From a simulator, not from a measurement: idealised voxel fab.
The process module that follows is named voxel wiring stack.
Square cell edge 5 nm, section width 295 nm, ID cut.
Reading order for cross-sections: top band down to bottom band. Underlying form: a grid of square cells. Band size: one or more rows of cells.
Heights first: top, then bottom, in nm. Then materials, left to right, each with a width in nm. "edge to edge" on a single material: fills the band edge to edge. "blank": empty space.
Note: height 0 marks the level under which the wafer is uniformly one material as received. Lowest band unbounded below, written "from 0 down".
Graded width ("30 to 40"): value in top row of band = first number; value in bottom row = second number; row-to-row change constant.
Reading "remained unchanged" for a step: not a cell of the cross-section changed in it.
The label "Encapsulated voids" introduces a list of the empty spaces, 8 cells or larger, that have no open way up to the top; each entry in it reads width x height at distance, where the distance is taken from the left edge and all three are stated in nm.
Note: text after step settings on the step line = simulator remark on that step.
When a step includes a mask, the "overlay nm" setting on its line states how far to the right of its planned place that mask lay, and negative values state how far to the left.
Before/after cross-section pairs, one process step each; after shown to lowest changed band; step and settings beneath. Pairs may be from different runs of this module on the same starting wafer; a pair continues from the one above only where its "Ahead of processing" entry says so.
[Ahead of processing]
from 0 down  Si edge to edge
Encapsulated voids: none
[Post-Process View]
from 10 to 0  SiO2 edge to edge
Note: structure below 0 unchanged.
Encapsulated voids: none
Formally, the process step situated between the two cross-sections above is CONFORMAL_DEP, material SiO2, thk nm 10
Ahead of processing: after-state, pair directly above.
[Post-Process View]
from 15 to 10  TiN edge to edge
Note: structure below 10 unchanged.
Encapsulated voids: none
Formally, the process step situated between the two cross-sections above is DIRECTIONAL_DEP, material TiN, thk nm 5
Ahead of processing: after-state, pair directly above.
[Post-Process View]
from 40 to 15  Ru edge to edge
Note: structure below 15 unchanged.
Encapsulated voids: none
Formally, the process step situated between the two cross-sections above is DIRECTIONAL_DEP, material Ru, thk nm 25
Ahead of processing: after-state, pair directly above.
[Post-Process View]
from 40 to 15  blank=75 | Ru=30 | blank=25 | Ru=30 | blank=25 | Ru=30 | blank=80
Note: structure below 15 unchanged.
Encapsulated voids: none
Formally, the process step situated between the two cross-sections above is MASKED_ETCH, tone cover, mask id METAL_1, width nm 30, pitch nm 55, etch materials Ru, depth nm 25, overlay nm 0
Ahead of processing: after-state, pair directly above.
[Post-Process View]
from 40 to 15  blank=75 | Ru=30 | blank=25 | Ru=30 | blank=25 | Ru=30 | blank=80
from 15 to 10  blank=75 | TiN=30 | blank=25 | TiN=30 | blank=25 | TiN=30 | blank=80
Note: structure below 10 unchanged.
Encapsulated voids: none
Formally, the process step situated between the two cross-sections above is MASKED_ETCH, tone cover, mask id METAL_1, width nm 30, pitch nm 55, etch materials TiN, depth nm 5, overlay nm 0
Ahead of processing: after-state, pair directly above.
[Post-Process View]
from 50 to 40  SiO2 edge to edge
from 40 to 15  SiO2=75 | Ru=30 | SiO2=25 | Ru=30 | SiO2=25 | Ru=30 | SiO2=80
from 15 to 10  SiO2=75 | TiN=30 | SiO2=25 | TiN=30 | SiO2=25 | TiN=30 | SiO2=80
Note: structure below 10 unchanged.
Encapsulated voids: none
Formally, the process step situated between the two cross-sections above is FILL_DEP, material SiO2, thk nm 10
Ahead of processing: after-state, pair directly above.
[Post-Process View]
from 40 to 15  SiO2=75 | Ru=30 | SiO2=25 | Ru=30 | SiO2=25 | Ru=30 | SiO2=80
Note: structure below 15 unchanged.
Encapsulated voids: none
Formally, the process step situated between the two cross-sections above is CMP, height nm 40
Ahead of processing: after-state, pair directly above.
[Post-Process View]
from 45 to 40  SiCN edge to edge
Note: structure below 40 unchanged.
Encapsulated voids: none
Formally, the process step situated between the two cross-sections above is CONFORMAL_DEP, material SiCN, thk nm 5
Ahead of processing: after-state, pair directly above.
[Post-Process View]
from 65 to 45  lowk edge to edge
Note: structure below 45 unchanged.
Encapsulated voids: none
Formally, the process step situated between the two cross-sections above is DIRECTIONAL_DEP, material lowk, thk nm 20
Ahead of processing: after-state, pair directly above.
[Post-Process View]
from 85 to 65  resist=75 | blank=15 | resist=95 | blank=15 | resist=95
Note: structure below 65 unchanged.
Encapsulated voids: none
Formally, the process step situated between the two cross-sections above is PATTERN, tone open, mask id PLUG_1, material resist, width nm 15, pitch nm 110, thk nm 20, overlay nm 0
Ahead of processing: after-state, pair directly above.
[Post-Process View]
from 85 to 65  resist=75 | blank=15 | resist=95 | blank=15 | resist=95
from 65 to 45  lowk=75 | blank=15 | lowk=95 | blank=15 | lowk=95
Note: structure below 45 unchanged.
Encapsulated voids: none
Formally, the process step situated between the two cross-sections above is DIRECTIONAL_ETCH, etch materials lowk, depth nm 20
Ahead of processing: after-state, pair directly above.
[Post-Process View]
from 85 to 65  resist=75 | blank=15 | resist=95 | blank=15 | resist=95
from 65 to 45  lowk=75 | blank=15 | lowk=95 | blank=15 | lowk=95
from 45 to 40  SiCN=75 | blank=15 | SiCN=95 | blank=15 | SiCN=95
Note: structure below 40 unchanged.
Encapsulated voids: none
Formally, the process step situated between the two cross-sections above is DIRECTIONAL_ETCH, etch materials SiCN, depth nm 5
Ahead of processing: after-state, pair directly above.
[Post-Process View]
from 65 to 45  lowk=75 | blank=15 | lowk=95 | blank=15 | lowk=95
Note: structure below 45 unchanged.
Encapsulated voids: none
Formally, the process step situated between the two cross-sections above is STRIP, etch materials resist
Ahead of processing: after-state, pair directly above.
[Post-Process View]
from 65 to 50  lowk=75 | blank=15 | lowk=95 | blank=15 | lowk=95
from 50 to 45  lowk=75 | Ru=15 | lowk=95 | Ru=15 | lowk=95
from 45 to 40  SiCN=75 | Ru=15 | SiCN=95 | Ru=15 | SiCN=95
Note: structure below 40 unchanged.
Encapsulated voids: none
Formally, the process step situated between the two cross-sections above is EPI, material Ru, thk nm 10
Ahead of processing: after-state, pair directly above.
[Post-Process View]
from 65 to 60  lowk=75 | blank=15 | lowk=95 | blank=15 | lowk=95
from 60 to 45  lowk=75 | Ru=15 | lowk=95 | Ru=15 | lowk=95
Note: structure below 45 unchanged.
Encapsulated voids: none
Formally, the process step situated between the two cross-sections above is EPI, material Ru, thk nm 10
Ahead of processing: after-state, pair directly above.
[Post-Process View]
from 65 to 45  lowk=75 | Ru=15 | lowk=95 | Ru=15 | lowk=95
Note: structure below 45 unchanged.
Encapsulated voids: none
Formally, the process step situated between the two cross-sections above is EPI, material Ru, thk nm 5
Ahead of processing: after-state, pair directly above.
[Post-Process View]
from 70 to 65  TiN edge to edge
Note: structure below 65 unchanged.
Encapsulated voids: none
Formally, the process step situated between the two cross-sections above is DIRECTIONAL_DEP, material TiN, thk nm 5
Ahead of processing: after-state, pair directly above.
[Post-Process View]
from 90 to 70  W edge to edge
Note: structure below 70 unchanged.
Encapsulated voids: none
Formally, the process step situated between the two cross-sections above is DIRECTIONAL_DEP, material W, thk nm 20
Ahead of processing: after-state, pair directly above.
[Post-Process View]
from 105 to 90  aC edge to edge
Note: structure below 90 unchanged.
Encapsulated voids: none
Formally, the process step situated between the two cross-sections above is DIRECTIONAL_DEP, material aC, thk nm 15
Ahead of processing: after-state, pair directly above.
[Post-Process View]
from 140 to 105  blank=75 | resist=30 | blank=25 | resist=30 | blank=25 | resist=30 | blank=80
Note: structure below 105 unchanged.
Encapsulated voids: none
Formally, the process step situated between the two cross-sections above is PATTERN, tone cover, mask id METAL_2, material resist, width nm 30, pitch nm 55, thk nm 35, overlay nm 0
Ahead of processing: after-state, pair directly above.
[Post-Process View]
from 125 to 105  blank=75 | resist=30 | blank=25 | resist=30 | blank=25 | resist=30 | blank=80
from 105 to 90  blank=75 | aC=30 | blank=25 | aC=30 | blank=25 | aC=30 | blank=80
Note: structure below 90 unchanged.
Encapsulated voids: none
Formally, the process step situated between the two cross-sections above is DIRECTIONAL_ETCH, etch materials aC, depth nm 15
Ahead of processing: after-state, pair directly above.
[Post-Process View]
from 105 to 90  blank=75 | aC=30 | blank=25 | aC=30 | blank=25 | aC=30 | blank=80
Note: structure below 90 unchanged.
Encapsulated voids: none
Formally, the process step situated between the two cross-sections above is STRIP, etch materials resist
Ahead of processing: after-state, pair directly above.
[Post-Process View]
from 105 to 90  blank=75 | aC=30 | blank=25 | aC=30 | blank=25 | aC=30 | blank=80
from 90 to 70  blank=75 | W=30 | blank=25 | W=30 | blank=25 | W=30 | blank=80
Note: structure below 70 unchanged.
Encapsulated voids: none
Formally, the process step situated between the two cross-sections above is DIRECTIONAL_ETCH, etch materials W, depth nm 20
Ahead of processing: after-state, pair directly above.
[Post-Process View]
from 105 to 90  blank=75 | aC=30 | blank=25 | aC=30 | blank=25 | aC=30 | blank=80
from 90 to 70  blank=75 | W=30 | blank=25 | W=30 | blank=25 | W=30 | blank=80
from 70 to 65  blank=75 | TiN=30 | blank=25 | TiN=30 | blank=25 | TiN=30 | blank=80
Note: structure below 65 unchanged.
Encapsulated voids: none
Formally, the process step situated between the two cross-sections above is DIRECTIONAL_ETCH, etch materials TiN, depth nm 5
Ahead of processing: after-state, pair directly above.
[Post-Process View]
from 90 to 70  blank=75 | W=30 | blank=25 | W=30 | blank=25 | W=30 | blank=80
Note: structure below 70 unchanged.
Encapsulated voids: none
Formally, the process step situated between the two cross-sections above is STRIP, etch materials aC
Ahead of processing: after-state, pair directly above.
[Post-Process View]
from 95 to 90  SiO2 edge to edge
from 90 to 70  SiO2=75 | W=30 | SiO2=25 | W=30 | SiO2=25 | W=30 | SiO2=80
from 70 to 65  SiO2=75 | TiN=30 | SiO2=25 | TiN=30 | SiO2=25 | TiN=30 | SiO2=80
Note: structure below 65 unchanged.
Encapsulated voids: none
Formally, the process step situated between the two cross-sections above is FILL_DEP, material SiO2, thk nm 5
Ahead of processing: after-state, pair directly above.
[Post-Process View]
from 90 to 70  SiO2=75 | W=30 | SiO2=25 | W=30 | SiO2=25 | W=30 | SiO2=80
Note: structure below 70 unchanged.
Encapsulated voids: none
Formally, the process step situated between the two cross-sections above is CMP, height nm 90
Ahead of processing: after-state, pair directly above.
[Post-Process View]
from 95 to 90  SiCN edge to edge
Note: structure below 90 unchanged.
Encapsulated voids: none
Formally, the process step situated between the two cross-sections above is CONFORMAL_DEP, material SiCN, thk nm 5
[Ahead of processing]
from 65 to 50  lowk=75 | blank=15 | lowk=95 | blank=15 | lowk=95
from 50 to 45  lowk=75 | Ru=15 | lowk=95 | Ru=15 | lowk=95
from 45 to 40  SiCN=75 | Ru=15 | SiCN=95 | Ru=15 | SiCN=95
from 40 to 15  SiO2=75 | Ru=30 | SiO2=25 | Ru=30 | SiO2=25 | Ru=30 | SiO2=80
from 15 to 10  SiO2=75 | TiN=30 | SiO2=25 | TiN=30 | SiO2=25 | TiN=30 | SiO2=80
from 10 to 0  SiO2 edge to edge
from 0 down  Si edge to edge
Encapsulated voids: none
[Post-Process View]
from 65 to 55  lowk=75 | blank=15 | lowk=95 | blank=15 | lowk=95
from 55 to 45  lowk=75 | Ru=15 | lowk=95 | Ru=15 | lowk=95
Note: structure below 45 unchanged.
Encapsulated voids: none
Formally, the process step situated between the two cross-sections above is EPI, material Ru, thk nm 5
Ahead of processing: after-state, pair directly above.
[Post-Process View]
from 70 to 65  TiN=75 | blank=15 | TiN=95 | blank=15 | TiN=95
from 65 to 60  lowk=75 | blank=15 | lowk=95 | blank=15 | lowk=95
from 60 to 55  lowk=75 | TiN=15 | lowk=95 | TiN=15 | lowk=95
Note: structure below 55 unchanged.
Encapsulated voids: none
Formally, the process step situated between the two cross-sections above is DIRECTIONAL_DEP, material TiN, thk nm 5
Ahead of processing: after-state, pair directly above.
[Post-Process View]
from 90 to 80  W=75 | blank=15 | W=95 | blank=15 | W=95
from 80 to 70  W edge to edge
from 70 to 65  TiN=75 | W=15 | TiN=95 | W=15 | TiN=95
from 65 to 60  lowk=75 | W=15 | lowk=95 | W=15 | lowk=95
Note: structure below 60 unchanged.
Encapsulated voids: none
Formally, the process step situated between the two cross-sections above is DIRECTIONAL_DEP, material W, thk nm 20
Ahead of processing: after-state, pair directly above.
[Post-Process View]
from 105 to 95  aC=75 | blank=15 | aC=95 | blank=15 | aC=95
from 95 to 90  aC edge to edge
from 90 to 80  W=75 | aC=15 | W=95 | aC=15 | W=95
Note: structure below 80 unchanged.
Encapsulated voids: none
Formally, the process step situated between the two cross-sections above is DIRECTIONAL_DEP, material aC, thk nm 15
Ahead of processing: after-state, pair directly above.
[Post-Process View]
from 140 to 105  blank=75 | resist=30 | blank=25 | resist=30 | blank=25 | resist=30 | blank=80
from 105 to 95  aC=75 | resist=15 | aC=95 | resist=15 | aC=95
Note: structure below 95 unchanged.
Encapsulated voids: none
Formally, the process step situated between the two cross-sections above is PATTERN, tone cover, mask id METAL_2, material resist, width nm 30, pitch nm 55, thk nm 35, overlay nm 0
Ahead of processing: after-state, pair directly above.
[Post-Process View]
from 125 to 105  blank=75 | resist=30 | blank=25 | resist=30 | blank=25 | resist=30 | blank=80
from 105 to 95  blank=75 | resist=15 | aC=15 | blank=25 | aC=30 | blank=25 | resist=15 | aC=15 | blank=80
from 95 to 90  blank=75 | aC=30 | blank=25 | aC=30 | blank=25 | aC=30 | blank=80
Note: structure below 90 unchanged.
Encapsulated voids: none
Formally, the process step situated between the two cross-sections above is DIRECTIONAL_ETCH, etch materials aC, depth nm 15
Ahead of processing: after-state, pair directly above.
[Post-Process View]
from 105 to 95  blank=90 | aC=15 | blank=25 | aC=30 | blank=40 | aC=15 | blank=80
Note: structure below 95 unchanged.
Encapsulated voids: none
Formally, the process step situated between the two cross-sections above is STRIP, etch materials resist
Ahead of processing: after-state, pair directly above.
[Post-Process View]
from 105 to 95  blank=90 | aC=15 | blank=25 | aC=30 | blank=40 | aC=15 | blank=80
from 95 to 90  blank=75 | aC=30 | blank=25 | aC=30 | blank=25 | aC=30 | blank=80
from 90 to 80  blank=75 | aC=15 | W=15 | blank=25 | W=30 | blank=25 | aC=15 | W=15 | blank=80
from 80 to 70  blank=75 | W=30 | blank=25 | W=30 | blank=25 | W=30 | blank=80
Note: structure below 70 unchanged.
Encapsulated voids: none
Formally, the process step situated between the two cross-sections above is DIRECTIONAL_ETCH, etch materials W, depth nm 20
Ahead of processing: after-state, pair directly above.
[Post-Process View]
from 105 to 95  blank=90 | aC=15 | blank=25 | aC=30 | blank=40 | aC=15 | blank=80
from 95 to 90  blank=75 | aC=30 | blank=25 | aC=30 | blank=25 | aC=30 | blank=80
from 90 to 80  blank=75 | aC=15 | W=15 | blank=25 | W=30 | blank=25 | aC=15 | W=15 | blank=80
from 80 to 70  blank=75 | W=30 | blank=25 | W=30 | blank=25 | W=30 | blank=80
from 70 to 65  blank=75 | W=15 | TiN=15 | blank=25 | TiN=30 | blank=25 | W=15 | TiN=15 | blank=80
Note: structure below 65 unchanged.
Encapsulated voids: none
Formally, the process step situated between the two cross-sections above is DIRECTIONAL_ETCH, etch materials TiN, depth nm 5
Ahead of processing: after-state, pair directly above.
[Post-Process View]
from 90 to 80  blank=90 | W=15 | blank=25 | W=30 | blank=40 | W=15 | blank=80
Note: structure below 80 unchanged.
Encapsulated voids: none
Formally, the process step situated between the two cross-sections above is STRIP, etch materials aC
Ahead of processing: after-state, pair directly above.
[Post-Process View]
from 95 to 90  SiO2 edge to edge
from 90 to 80  SiO2=90 | W=15 | SiO2=25 | W=30 | SiO2=40 | W=15 | SiO2=80
from 80 to 70  SiO2=75 | W=30 | SiO2=25 | W=30 | SiO2=25 | W=30 | SiO2=80
from 70 to 65  SiO2=75 | W=15 | TiN=15 | SiO2=25 | TiN=30 | SiO2=25 | W=15 | TiN=15 | SiO2=80
Note: structure below 65 unchanged.
Encapsulated voids: none
Formally, the process step situated between the two cross-sections above is FILL_DEP, material SiO2, thk nm 5
Ahead of processing: after-state, pair directly above.
[Post-Process View]
from 90 to 80  SiO2=90 | W=15 | SiO2=25 | W=30 | SiO2=40 | W=15 | SiO2=80
Note: structure below 80 unchanged.
Encapsulated voids: none
Formally, the process step situated between the two cross-sections above is CMP, height nm 90
Ahead of processing: after-state, pair directly above.
[Post-Process View]
from 95 to 90  SiCN edge to edge
Note: structure below 90 unchanged.
Encapsulated voids: none
Formally, the process step situated between the two cross-sections above is CONFORMAL_DEP, material SiCN, thk nm 5
[Ahead of processing]
from 65 to 60  lowk=75 | blank=15 | lowk=95 | blank=15 | lowk=95
from 60 to 45  lowk=75 | Ru=15 | lowk=95 | Ru=15 | lowk=95
from 45 to 40  SiCN=75 | Ru=15 | SiCN=95 | Ru=15 | SiCN=95
from 40 to 15  SiO2=75 | Ru=30 | SiO2=25 | Ru=30 | SiO2=25 | Ru=30 | SiO2=80
from 15 to 10  SiO2=75 | TiN=30 | SiO2=25 | TiN=30 | SiO2=25 | TiN=30 | SiO2=80
from 10 to 0  SiO2 edge to edge
from 0 down  Si edge to edge
Encapsulated voids: none
[Post-Process View]
from 70 to 65  blank=70 | Ru=25 | blank=85 | Ru=25 | blank=90
from 65 to 45  lowk=75 | Ru=15 | lowk=95 | Ru=15 | lowk=95
Note: structure below 45 unchanged.
Encapsulated voids: none
Formally, the process step situated between the two cross-sections above is EPI, material Ru, thk nm 10
Ahead of processing: after-state, pair directly above.
[Post-Process View]
from 75 to 65  blank=65 | Ru=35 | blank=75 | Ru=35 | blank=85
Note: structure below 65 unchanged.
Encapsulated voids: none
Formally, the process step situated between the two cross-sections above is EPI, material Ru, thk nm 5
Ahead of processing: after-state, pair directly above.
[Post-Process View]
from 80 to 75  blank=65 | TiN=35 | blank=75 | TiN=35 | blank=85
from 75 to 70  blank=65 | Ru=35 | blank=75 | Ru=35 | blank=85
from 70 to 65  TiN=65 | Ru=35 | TiN=75 | Ru=35 | TiN=85
Note: structure below 65 unchanged.
Encapsulated voids: none
Formally, the process step situated between the two cross-sections above is DIRECTIONAL_DEP, material TiN, thk nm 5
Ahead of processing: after-state, pair directly above.
[Post-Process View]
from 100 to 90  blank=65 | W=35 | blank=75 | W=35 | blank=85
from 90 to 80  W edge to edge
from 80 to 75  W=65 | TiN=35 | W=75 | TiN=35 | W=85
from 75 to 70  W=65 | Ru=35 | W=75 | Ru=35 | W=85
Note: structure below 70 unchanged.
Encapsulated voids: none
Formally, the process step situated between the two cross-sections above is DIRECTIONAL_DEP, material W, thk nm 20
Ahead of processing: after-state, pair directly above.
[Post-Process View]
from 115 to 105  blank=65 | aC=35 | blank=75 | aC=35 | blank=85
from 105 to 100  aC edge to edge
from 100 to 90  aC=65 | W=35 | aC=75 | W=35 | aC=85
Note: structure below 90 unchanged.
Encapsulated voids: none
Formally, the process step situated between the two cross-sections above is DIRECTIONAL_DEP, material aC, thk nm 15
Ahead of processing: after-state, pair directly above.
[Post-Process View]
from 150 to 115  blank=75 | resist=30 | blank=25 | resist=30 | blank=25 | resist=30 | blank=80
from 115 to 105  blank=65 | aC=35 | resist=5 | blank=25 | resist=30 | blank=15 | aC=35 | resist=5 | blank=80
Note: structure below 105 unchanged.
Encapsulated voids: none
Formally, the process step situated between the two cross-sections above is PATTERN, tone cover, mask id METAL_2, material resist, width nm 30, pitch nm 55, thk nm 35, overlay nm 0
Ahead of processing: after-state, pair directly above.
[Post-Process View]
from 135 to 115  blank=75 | resist=30 | blank=25 | resist=30 | blank=25 | resist=30 | blank=80
from 115 to 105  blank=75 | aC=25 | resist=5 | blank=25 | resist=30 | blank=25 | aC=25 | resist=5 | blank=80
from 105 to 100  blank=75 | aC=30 | blank=25 | aC=30 | blank=25 | aC=30 | blank=80
from 100 to 90  blank=65 | W=35 | aC=5 | blank=25 | aC=30 | blank=15 | W=35 | aC=5 | blank=80
Note: structure below 90 unchanged.
Encapsulated voids: none
Formally, the process step situated between the two cross-sections above is DIRECTIONAL_ETCH, etch materials aC, depth nm 15
Ahead of processing: after-state, pair directly above.
[Post-Process View]
from 115 to 105  blank=75 | aC=25 | blank=85 | aC=25 | blank=85
Note: structure below 105 unchanged.
Encapsulated voids: none
Formally, the process step situated between the two cross-sections above is STRIP, etch materials resist
Ahead of processing: after-state, pair directly above.
[Post-Process View]
from 115 to 105  blank=75 | aC=25 | blank=85 | aC=25 | blank=85
from 105 to 100  blank=75 | aC=30 | blank=25 | aC=30 | blank=25 | aC=30 | blank=80
from 100 to 90  blank=75 | W=25 | aC=5 | blank=25 | aC=30 | blank=25 | W=25 | aC=5 | blank=80
from 90 to 80  blank=75 | W=30 | blank=25 | W=30 | blank=25 | W=30 | blank=80
from 80 to 75  blank=65 | TiN=35 | W=5 | blank=25 | W=30 | blank=15 | TiN=35 | W=5 | blank=80
from 75 to 70  blank=65 | Ru=35 | W=5 | blank=25 | W=30 | blank=15 | Ru=35 | W=5 | blank=80
Note: structure below 70 unchanged.
Encapsulated voids: none
Formally, the process step situated between the two cross-sections above is DIRECTIONAL_ETCH, etch materials W, depth nm 20
Ahead of processing: after-state, pair directly above.
[Post-Process View]
from 115 to 105  blank=75 | aC=25 | blank=85 | aC=25 | blank=85
from 105 to 100  blank=75 | aC=30 | blank=25 | aC=30 | blank=25 | aC=30 | blank=80
from 100 to 90  blank=75 | W=25 | aC=5 | blank=25 | aC=30 | blank=25 | W=25 | aC=5 | blank=80
from 90 to 80  blank=75 | W=30 | blank=25 | W=30 | blank=25 | W=30 | blank=80
from 80 to 75  blank=75 | TiN=25 | W=5 | blank=25 | W=30 | blank=25 | TiN=25 | W=5 | blank=80
from 75 to 70  blank=65 | Ru=35 | W=5 | blank=25 | W=30 | blank=15 | Ru=35 | W=5 | blank=80
from 70 to 65  blank=65 | Ru=35 | TiN=5 | blank=25 | TiN=30 | blank=15 | Ru=35 | TiN=5 | blank=80
Note: structure below 65 unchanged.
Encapsulated voids: none
Formally, the process step situated between the two cross-sections above is DIRECTIONAL_ETCH, etch materials TiN, depth nm 5
Ahead of processing: after-state, pair directly above.
[Post-Process View]
from 100 to 90  blank=75 | W=25 | blank=85 | W=25 | blank=85
Note: structure below 90 unchanged.
Encapsulated voids: none
Formally, the process step situated between the two cross-sections above is STRIP, etch materials aC
Ahead of processing: after-state, pair directly above.
[Post-Process View]
from 105 to 100  SiO2 edge to edge
from 100 to 90  SiO2=75 | W=25 | SiO2=85 | W=25 | SiO2=85
from 90 to 80  SiO2=75 | W=30 | SiO2=25 | W=30 | SiO2=25 | W=30 | SiO2=80
from 80 to 75  SiO2=75 | TiN=25 | W=5 | SiO2=25 | W=30 | SiO2=25 | TiN=25 | W=5 | SiO2=80
from 75 to 70  SiO2=65 | Ru=35 | W=5 | SiO2=25 | W=30 | SiO2=15 | Ru=35 | W=5 | SiO2=80
from 70 to 65  SiO2=65 | Ru=35 | TiN=5 | SiO2=25 | TiN=30 | SiO2=15 | Ru=35 | TiN=5 | SiO2=80
Note: structure below 65 unchanged.
Encapsulated voids: none
Formally, the process step situated between the two cross-sections above is FILL_DEP, material SiO2, thk nm 5
Ahead of processing: after-state, pair directly above.
[Post-Process View]
from 90 to 80  SiO2=75 | W=30 | SiO2=25 | W=30 | SiO2=25 | W=30 | SiO2=80
Note: structure below 80 unchanged.
Encapsulated voids: none
Formally, the process step situated between the two cross-sections above is CMP, height nm 90
Ahead of processing: after-state, pair directly above.
[Post-Process View]
from 95 to 90  SiCN edge to edge
Note: structure below 90 unchanged.
Encapsulated voids: none
Formally, the process step situated between the two cross-sections above is CONFORMAL_DEP, material SiCN, thk nm 5
[Ahead of processing]
from 65 to 45  lowk=75 | Ru=15 | lowk=95 | Ru=15 | lowk=95
from 45 to 40  SiCN=75 | Ru=15 | SiCN=95 | Ru=15 | SiCN=95
from 40 to 15  SiO2=75 | Ru=30 | SiO2=25 | Ru=30 | SiO2=25 | Ru=30 | SiO2=80
from 15 to 10  SiO2=75 | TiN=30 | SiO2=25 | TiN=30 | SiO2=25 | TiN=30 | SiO2=80
from 10 to 0  SiO2 edge to edge
from 0 down  Si edge to edge
Encapsulated voids: none
[Post-Process View]
from 85 to 65  W edge to edge
Note: structure below 65 unchanged.
Encapsulated voids: none
Formally, the process step situated between the two cross-sections above is DIRECTIONAL_DEP, material W, thk nm 20
Ahead of processing: after-state, pair directly above.
[Post-Process View]
from 90 to 85  TiN edge to edge
Note: structure below 85 unchanged.
Encapsulated voids: none
Formally, the process step situated between the two cross-sections above is DIRECTIONAL_DEP, material TiN, thk nm 5
Ahead of processing: after-state, pair directly above.
[Post-Process View]
from 105 to 90  aC edge to edge
Note: structure below 90 unchanged.
Encapsulated voids: none
Formally, the process step situated between the two cross-sections above is DIRECTIONAL_DEP, material aC, thk nm 15
Ahead of processing: after-state, pair directly above.
[Post-Process View]
from 140 to 105  blank=75 | resist=30 | blank=25 | resist=30 | blank=25 | resist=30 | blank=80
Note: structure below 105 unchanged.
Encapsulated voids: none
Formally, the process step situated between the two cross-sections above is PATTERN, tone cover, mask id METAL_2, material resist, width nm 30, pitch nm 55, thk nm 35, overlay nm 0
Ahead of processing: after-state, pair directly above.
[Post-Process View]
from 125 to 105  blank=75 | resist=30 | blank=25 | resist=30 | blank=25 | resist=30 | blank=80
from 105 to 90  blank=75 | aC=30 | blank=25 | aC=30 | blank=25 | aC=30 | blank=80
Note: structure below 90 unchanged.
Encapsulated voids: none
Formally, the process step situated between the two cross-sections above is DIRECTIONAL_ETCH, etch materials aC, depth nm 15
Ahead of processing: after-state, pair directly above.
[Post-Process View]
from 105 to 90  blank=75 | aC=30 | blank=25 | aC=30 | blank=25 | aC=30 | blank=80
Note: structure below 90 unchanged.
Encapsulated voids: none
Formally, the process step situated between the two cross-sections above is STRIP, etch materials resist
Ahead of processing: after-state, pair directly above.
[Post-Process View]
from 105 to 90  blank=75 | aC=30 | blank=25 | aC=30 | blank=25 | aC=30 | blank=80
from 90 to 85  blank=75 | TiN=30 | blank=25 | TiN=30 | blank=25 | TiN=30 | blank=80
Note: structure below 85 unchanged.
Encapsulated voids: none
Formally, the process step situated between the two cross-sections above is DIRECTIONAL_ETCH, etch materials TiN, depth nm 5
Ahead of processing: after-state, pair directly above.
[Post-Process View]
from 90 to 85  blank=75 | TiN=30 | blank=25 | TiN=30 | blank=25 | TiN=30 | blank=80
Note: structure below 85 unchanged.
Encapsulated voids: none
Formally, the process step situated between the two cross-sections above is STRIP, etch materials aC
Ahead of processing: after-state, pair directly above.
[Post-Process View]
from 95 to 90  SiO2 edge to edge
from 90 to 85  SiO2=75 | TiN=30 | SiO2=25 | TiN=30 | SiO2=25 | TiN=30 | SiO2=80
Note: structure below 85 unchanged.
Encapsulated voids: none
Formally, the process step situated between the two cross-sections above is FILL_DEP, material SiO2, thk nm 5
Ahead of processing: after-state, pair directly above.
[Post-Process View]
from 90 to 85  SiO2=75 | TiN=30 | SiO2=25 | TiN=30 | SiO2=25 | TiN=30 | SiO2=80
Note: structure below 85 unchanged.
Encapsulated voids: none
Formally, the process step situated between the two cross-sections above is CMP, height nm 90
Ahead of processing: after-state, pair directly above.
[Post-Process View]
from 95 to 90  SiCN edge to edge
Note: structure below 90 unchanged.
Encapsulated voids: none
Formally, the process step situated between the two cross-sections above is CONFORMAL_DEP, material SiCN, thk nm 5
[Ahead of processing]
from 0 down  Si edge to edge
Encapsulated voids: none
[Post-Process View]
from 15 to 0  SiO2 edge to edge
Note: structure below 0 unchanged.
Encapsulated voids: none
Formally, the process step situated between the two cross-sections above is CONFORMAL_DEP, material SiO2, thk nm 15
Ahead of processing: after-state, pair directly above.
[Post-Process View]
from 20 to 15  TiN edge to edge
Note: structure below 15 unchanged.
Encapsulated voids: none
Formally, the process step situated between the two cross-sections above is DIRECTIONAL_DEP, material TiN, thk nm 5
Ahead of processing: after-state, pair directly above.
[Post-Process View]
from 45 to 20  Ru edge to edge
Note: structure below 20 unchanged.
Encapsulated voids: none
Formally, the process step situated between the two cross-sections above is DIRECTIONAL_DEP, material Ru, thk nm 25
Ahead of processing: after-state, pair directly above.
[Post-Process View]
from 45 to 20  blank=75 | Ru=30 | blank=25 | Ru=30 | blank=25 | Ru=30 | blank=80
Note: structure below 20 unchanged.
Encapsulated voids: none
Formally, the process step situated between the two cross-sections above is MASKED_ETCH, tone cover, mask id METAL_1, width nm 30, pitch nm 55, etch materials Ru, depth nm 25, overlay nm 0
Ahead of processing: after-state, pair directly above.
[Post-Process View]
from 45 to 20  blank=75 | Ru=30 | blank=25 | Ru=30 | blank=25 | Ru=30 | blank=80
from 20 to 15  blank=75 | TiN=30 | blank=25 | TiN=30 | blank=25 | TiN=30 | blank=80
Note: structure below 15 unchanged.
Encapsulated voids: none
Formally, the process step situated between the two cross-sections above is MASKED_ETCH, tone cover, mask id METAL_1, width nm 30, pitch nm 55, etch materials TiN, depth nm 5, overlay nm 0
Ahead of processing: after-state, pair directly above.
[Post-Process View]
from 55 to 45  SiO2 edge to edge
from 45 to 20  SiO2=75 | Ru=30 | SiO2=25 | Ru=30 | SiO2=25 | Ru=30 | SiO2=80
from 20 to 15  SiO2=75 | TiN=30 | SiO2=25 | TiN=30 | SiO2=25 | TiN=30 | SiO2=80
Note: structure below 15 unchanged.
Encapsulated voids: none
Formally, the process step situated between the two cross-sections above is FILL_DEP, material SiO2, thk nm 10
Ahead of processing: after-state, pair directly above.
[Post-Process View]
from 40 to 20  SiO2=75 | Ru=30 | SiO2=25 | Ru=30 | SiO2=25 | Ru=30 | SiO2=80
Note: structure below 20 unchanged.
Encapsulated voids: none
Formally, the process step situated between the two cross-sections above is CMP, height nm 40
Ahead of processing: after-state, pair directly above.
[Post-Process View]
from 45 to 40  SiCN edge to edge
Note: structure below 40 unchanged.
Encapsulated voids: none
Formally, the process step situated between the two cross-sections above is CONFORMAL_DEP, material SiCN, thk nm 5
Ahead of processing: after-state, pair directly above.
[Post-Process View]
from 65 to 45  lowk edge to edge
Note: structure below 45 unchanged.
Encapsulated voids: none
Formally, the process step situated between the two cross-sections above is DIRECTIONAL_DEP, material lowk, thk nm 20
Ahead of processing: after-state, pair directly above.
[Post-Process View]
from 85 to 65  resist=75 | blank=15 | resist=95 | blank=15 | resist=95
Note: structure below 65 unchanged.
Encapsulated voids: none
Formally, the process step situated between the two cross-sections above is PATTERN, tone open, mask id PLUG_1, material resist, width nm 15, pitch nm 110, thk nm 20, overlay nm 0
Ahead of processing: after-state, pair directly above.
[Post-Process View]
from 85 to 65  resist=75 | blank=15 | resist=95 | blank=15 | resist=95
from 65 to 45  lowk=75 | blank=15 | lowk=95 | blank=15 | lowk=95
Note: structure below 45 unchanged.
Encapsulated voids: none
Formally, the process step situated between the two cross-sections above is DIRECTIONAL_ETCH, etch materials lowk, depth nm 20
